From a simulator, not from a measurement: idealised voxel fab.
process module | voxel transistor to metal
cross-section cut | 185 nm wide | cells 5 nm
A cross-section is a grid of square cells, given in bands from the top down. A band is one or more rows of cells.
Each band's line starts with the height of the band's top and of its bottom, in nm. Then come its materials from left to right, each with its width in nm. One material with "throughout" fills the band from edge to edge. "air" is empty space.
Height 0 is the level under which the wafer as received is all one material. The lowest band goes on downwards, as in "0 down".
A width such as "30 to 40" changes by the same amount from each row of cells to the next, from the band's top row to its bottom row.
"no change" after a step means that no cell of the cross-section changed.
closed voids: empty space of 8 cells or more with no open way to the top, each as width x height at its distance from the left edge, in nm
after a step's settings: what the simulator itself notes on the step
overlay nm, on a step with a mask: how far to the right of its planned place the mask lay; to the left if negative
plan
1 op RECEIVE | material Si
2 op OXIDIZE | depth nm 5
3 op CONFORMAL_DEP | material SiN | thk nm 10
4 op MASKED_ETCH | tone cover | mask id ACTIVE | width nm 105 | etch materials SiN | depth nm 10 | overlay nm 0
5 op MASKED_ETCH | tone cover | mask id ACTIVE | width nm 105 | etch materials SiO2 | depth nm 5 | overlay nm 0
6 op MASKED_ETCH | tone cover | mask id ACTIVE | width nm 105 | etch materials Si | depth nm 35 | overlay nm 0
7 op FILL_DEP | material SiO2 | thk nm 10
8 op CMP | height nm 10
9 op SELECTIVE_ETCH | etch materials SiO2 | depth nm 10
10 op STRIP | etch materials SiN
11 op SELECTIVE_ETCH | etch materials SiO2 | depth nm 5
12 op OXIDIZE | depth nm 5
13 op DIRECTIONAL_DEP | material polySi | thk nm 25
14 op DIRECTIONAL_DEP | material SiCN | thk nm 10
15 op MASKED_ETCH | tone cover | mask id GATE | width nm 15 | etch materials SiCN | depth nm 20 | overlay nm 0
16 op MASKED_ETCH | tone cover | mask id GATE | width nm 15 | etch materials polySi | depth nm 35 | overlay nm 0
17 op CONFORMAL_DEP | material SiO2 | thk nm 5
18 op DIRECTIONAL_ETCH | etch materials SiO2 | depth nm 5
19 op CONFORMAL_DEP | material SiN | thk nm 10
20 op DIRECTIONAL_ETCH | etch materials SiN | depth nm 10
21 op DIRECTIONAL_ETCH | etch materials SiO2 | depth nm 5
22 op EPI | material SiGe | thk nm 5
23 op FILL_DEP | material SiO2 | thk nm 10
24 op CMP | height nm 30
25 op DIRECTIONAL_DEP | material SiO2 | thk nm 10
26 op DIRECTIONAL_DEP | material aC | thk nm 10
27 op PATTERN | tone open | mask id CONTACT | material resist | width nm 35 | pitch nm 60 | thk nm 25 | overlay nm 0
28 op DIRECTIONAL_ETCH | etch materials aC | depth nm 10
29 op STRIP | etch materials resist
30 op DIRECTIONAL_ETCH | etch materials SiO2 | depth nm 45
31 op STRIP | etch materials aC
32 op CONFORMAL_DEP | material TiN | thk nm 5
33 op FILL_DEP | material Ru | thk nm 10
34 op CMP | height nm 40
35 op CONFORMAL_DEP | material SiN | thk nm 5
36 op DIRECTIONAL_DEP | material SiO2 | thk nm 15
37 op MASKED_ETCH | tone open | mask id METAL_1 | width nm 20 | pitch nm 75 | etch materials SiO2 | depth nm 15 | overlay nm 0
38 op MASKED_ETCH | tone open | mask id METAL_1 | width nm 20 | pitch nm 75 | etch materials SiN | depth nm 5 | overlay nm 0
39 op CONFORMAL_DEP | material TiN | thk nm 5
40 op FILL_DEP | material Ru | thk nm 10
41 op CMP | height nm 60
42 op CONFORMAL_DEP | material SiCN | thk nm 5
43 op DIRECTIONAL_DEP | material SiO2 | thk nm 30
44 op MASKED_ETCH | tone open | mask id METAL_2 | width nm 20 | pitch nm 75 | etch materials SiO2 | depth nm 15 | overlay nm 0
45 op PATTERN | tone open | mask id METAL_2_HOLES | material resist | width nm 15 | pitch nm 75 | thk nm 20 | overlay nm 0
46 op DIRECTIONAL_ETCH | etch materials SiO2 | depth nm 15
47 op DIRECTIONAL_ETCH | etch materials SiCN | depth nm 5
48 op STRIP | etch materials resist
49 op CONFORMAL_DEP | material TiN | thk nm 5
50 op FILL_DEP | material Ru | thk nm 5
51 op CMP | height nm 95
52 op CONFORMAL_DEP | material SiN | thk nm 5
varied across the wafers: thk nm of step 32. The plan shows the first wafer's value. All wafers start alike
first wafer as received, after step 1
  0 down: Si throughout
  closed voids: none
first wafer at the end, after step 52
  100 to 95: SiN throughout
  95 to 85: SiO2 45 | TiN 5 | Ru 10 | TiN 5 | SiO2 55 | TiN 5 | Ru 10 | TiN 5 | SiO2 45
  85 to 80: SiO2 45 | TiN 5 | Ru 5 | TiN 10 | SiO2 55 | TiN 5 | Ru 5 | TiN 10 | SiO2 45
  80 to 65: SiO2 45 | TiN 5 | Ru 5 | TiN 5 | SiO2 60 | TiN 5 | Ru 5 | TiN 5 | SiO2 50
  65 to 60: SiCN 45 | TiN 15 | SiCN 60 | TiN 15 | SiCN 50
  60 to 45: SiO2 45 | TiN 5 | Ru 10 | TiN 5 | SiO2 55 | TiN 5 | Ru 10 | TiN 5 | SiO2 45
  45 to 40: SiN 45 | TiN 20 | SiN 55 | TiN 20 | SiN 45
  40 to 30: SiO2 45 | TiN 5 | Ru 25 to 15 | TiN 5 to 15 | SiO2 25 | TiN 5 to 15 | Ru 25 to 15 | TiN 5 | SiO2 45
  30 to 20: SiO2 45 | TiN 5 | Ru 15 | TiN 5 | SiN 10 | SiO2 5 | SiCN 15 | SiO2 5 | SiN 10 | TiN 5 | Ru 15 | TiN 5 | SiO2 45
  20 to 0: SiO2 45 | TiN 5 | Ru 15 | TiN 5 | SiN 10 | SiO2 5 | polySi 15 | SiO2 5 | SiN 10 | TiN 5 | Ru 15 | TiN 5 | SiO2 45
  0 to -5: SiO2 45 | TiN 25 | SiN 10 | SiO2 5 | polySi 15 | SiO2 5 | SiN 10 | TiN 25 | SiO2 45
  -5 to -10: SiO2 35 | SiGe 35 | SiO2 45 | SiGe 35 | SiO2 35
  -10 to -40: SiO2 40 | Si 105 | SiO2 40
  -40 down: Si throughout
  closed voids: none
last wafer at the end
  100 to 95: SiN throughout
  95 to 85: SiO2 45 | TiN 5 | Ru 10 | TiN 5 | SiO2 55 | TiN 5 | Ru 10 | TiN 5 | SiO2 45
  85 to 80: SiO2 45 | TiN 5 | Ru 5 | TiN 10 | SiO2 55 | TiN 5 | Ru 5 | TiN 10 | SiO2 45
  80 to 65: SiO2 45 | TiN 5 | Ru 5 | TiN 5 | SiO2 60 | TiN 5 | Ru 5 | TiN 5 | SiO2 50
  65 to 60: SiCN 45 | TiN 15 | SiCN 60 | TiN 15 | SiCN 50
  60 to 45: SiO2 45 | TiN 5 | Ru 10 | TiN 5 | SiO2 55 | TiN 5 | Ru 10 | TiN 5 | SiO2 45
  45 to 40: SiN 45 | TiN 20 | SiN 55 | TiN 20 | SiN 45
  40 to 30: SiO2 45 | TiN 35 | SiO2 25 | TiN 35 | SiO2 45
  30 to 20: SiO2 45 | TiN 25 | SiN 10 | SiO2 5 | SiCN 15 | SiO2 5 | SiN 10 | TiN 25 | SiO2 45
  20 to -5: SiO2 45 | TiN 25 | SiN 10 | SiO2 5 | polySi 15 | SiO2 5 | SiN 10 | TiN 25 | SiO2 45
  -5 to -10: SiO2 35 | SiGe 35 | SiO2 45 | SiGe 35 | SiO2 35
  -10 to -40: SiO2 40 | Si 105 | SiO2 40
  -40 down: Si throughout
  closed voids: none
each wafer at the end: cells of each material gained (+) or lost (-) since it was received, then its closed voids
thk nm 5 | +80 Ru | -170 Si | +37 SiCN | +14 SiGe | +94 SiN | +572 SiO2 | +98 TiN | +15 polySi | closed voids: none
thk nm 10 | +42 Ru | -170 Si | +37 SiCN | +14 SiGe | +94 SiN | +572 SiO2 | +136 TiN | +15 polySi | closed voids: none
thk nm 15 | +28 Ru | -170 Si | +37 SiCN | +14 SiGe | +94 SiN | +572 SiO2 | +150 TiN | +15 polySi | closed voids: none
thk nm 20 | +28 Ru | -170 Si | +37 SiCN | +14 SiGe | +94 SiN | +572 SiO2 | +150 TiN | +15 polySi | closed voids: none
